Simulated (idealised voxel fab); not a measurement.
A process module follows: voxel released beams.
Pictured: cross-section cut, 210 nm wide, on a grid of 5 nm square cells.
Square cells in a grid make up a cross-section in this document, and the grid is given as bands, listed from the top down, each one or more rows of cells.
The band entry comprises the height of the band's top followed by the height of its bottom, expressed in nm, and subsequently the band's materials from left to right, each stated together with its width in nm. Where a single material is marked with the word "full width", that material fills the band from edge to edge. The word "blank" represents empty space.
It should be noted that heights are counted from 0, beneath which the wafer as supplied is of one material throughout, and that the lowest band possesses no lower boundary but continues downward, as written in "z 0 and below".
Read "30->40" as a graded width: first number on top, second number at the bottom, same change between each pair of neighbouring rows.
"no modification" for a step: no cell of the cross-section changed in that step.
"Closed void listing" contains a list of empty spaces, each no smaller than 8 cells and without an open way to the top, written in the form width x height at distance with the distance from the left edge and all three in nm.
It should be noted that, on the line of a given step, the content following the step's settings is a remark produced by the simulator itself with respect to that step.
The setting "overlay nm" may be written on the line of a step. When the step uses a mask, the value reports how far to the right of the planned place the mask lay, and a negative value reports that it lay to the left.
Below is the list of planned process steps
| 1 | RECEIVE [material Si] |
| 2 | CONFORMAL_DEP [material Al2O3] [thk nm 10] |
| 3 | DIRECTIONAL_DEP [material SiO2] [thk nm 15] |
| 4 | MASKED_ETCH [tone open] [mask id ANCHOR] [width nm 40] [etch materials SiO2] [depth nm 15] [overlay nm 0] |
| 5 | CONFORMAL_DEP [material SiN] [thk nm 15] |
| 6 | MASKED_ETCH [tone cover] [mask id BEAM] [width nm 125] [etch materials SiN] [depth nm 15] [overlay nm -15] |
| 7 | STRIP [etch materials SiO2] |
Split variable: overlay nm, step 6. Plan value = first wafer. Wafers start alike.
First wafer of several, as received: cross-section after step 1
    z 0 and below: Si full width
    Closed void listing: none
Each wafer at the end: cells of each material gained (+) or lost (-) since it was received, then its closed voids
overlay nm -15; +84 Al2O3; +93 SiN; Closed void listing: none
overlay nm -10; +84 Al2O3; +93 SiN; Closed void listing: none
overlay nm -5; +84 Al2O3; +93 SiN; Closed void listing: none
overlay nm 0; +84 Al2O3; +93 SiN; Closed void listing: none
overlay nm 5; +84 Al2O3; +93 SiN; Closed void listing: none
overlay nm 10; +84 Al2O3; +93 SiN; Closed void listing: none
overlay nm 15; +84 Al2O3; +93 SiN; Closed void listing: none
